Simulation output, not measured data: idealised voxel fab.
The name of this process module is voxel released beams.
Cross-section cut spans 260 nm and uses square cells 5 nm in size.
The cross-sections in this document take the form of a grid made of square cells. They are written out as bands, in order from top to bottom. Each band consists of one or more rows of cells.
Each band's line starts with the height of the band's top and of its bottom, in nm. Then come its materials from left to right, each with its width in nm. One material with "throughout" fills the band from edge to edge. "air" is empty space.
Heights from 0 (as-received wafer is one material below). Bottom band endless downward, as "z 0 and below".
You'd read "30..40" like this: the band's top row of cells is as wide as the first number, its bottom row is as wide as the second, and going down, every row changes width by the same amount as the row before did.
"same as before" for a step: no cell of the cross-section changed in that step.
Look at "Sealed cavities" for the closed voids: empty spaces with no open path to the top, sized 8 cells or up. Each is width x height at distance, distance from the left edge, all nm.
If you see something after the settings on a step's line, that's the simulator's own remark about that step.
"overlay nm" denotes, for a step that has a mask, the displacement of the mask to the right of its planned place, with negative values corresponding to the left.
LIST OF PLANNED PROCESS STEPS
1 RECEIVE,material Si
2 CONFORMAL_DEP,material SiN,thk nm 10
3 DIRECTIONAL_DEP,material SiO2,thk nm 10
4 MASKED_ETCH,tone open,mask id ANCHOR,width nm 40,etch materials SiO2,depth nm 10,overlay nm 0
5 CONFORMAL_DEP,material TiN,thk nm 15
6 DIRECTIONAL_DEP,material aC,thk nm 15
7 PATTERN,tone cover,mask id BEAM,material resist,width nm 110,thk nm 30,overlay nm 0
8 DIRECTIONAL_ETCH,etch materials aC,depth nm 15
9 STRIP,etch materials resist
10 DIRECTIONAL_ETCH,etch materials TiN,depth nm 15
11 STRIP,etch materials aC
12 STRIP,etch materials SiO2
RECEIVED-STATE CROSS-SECTION, REFLECTING COMPLETION OF STEP 1
- z 0 and below | Si throughout
- Sealed cavities: none
CROSS-SECTION, END OF MODULE. START: AS ABOVE. PLAN: AS ABOVE. EXECUTION: ONE MISTAKE
- z 25 to 10 | air (70), then TiN (110), then air (80)
- z 10 to 0 | SiN throughout
- z 0 and below | Si throughout
- Sealed cavities: none
So what did we get wrong on this run? not run: step 3 of the plan (skipped)
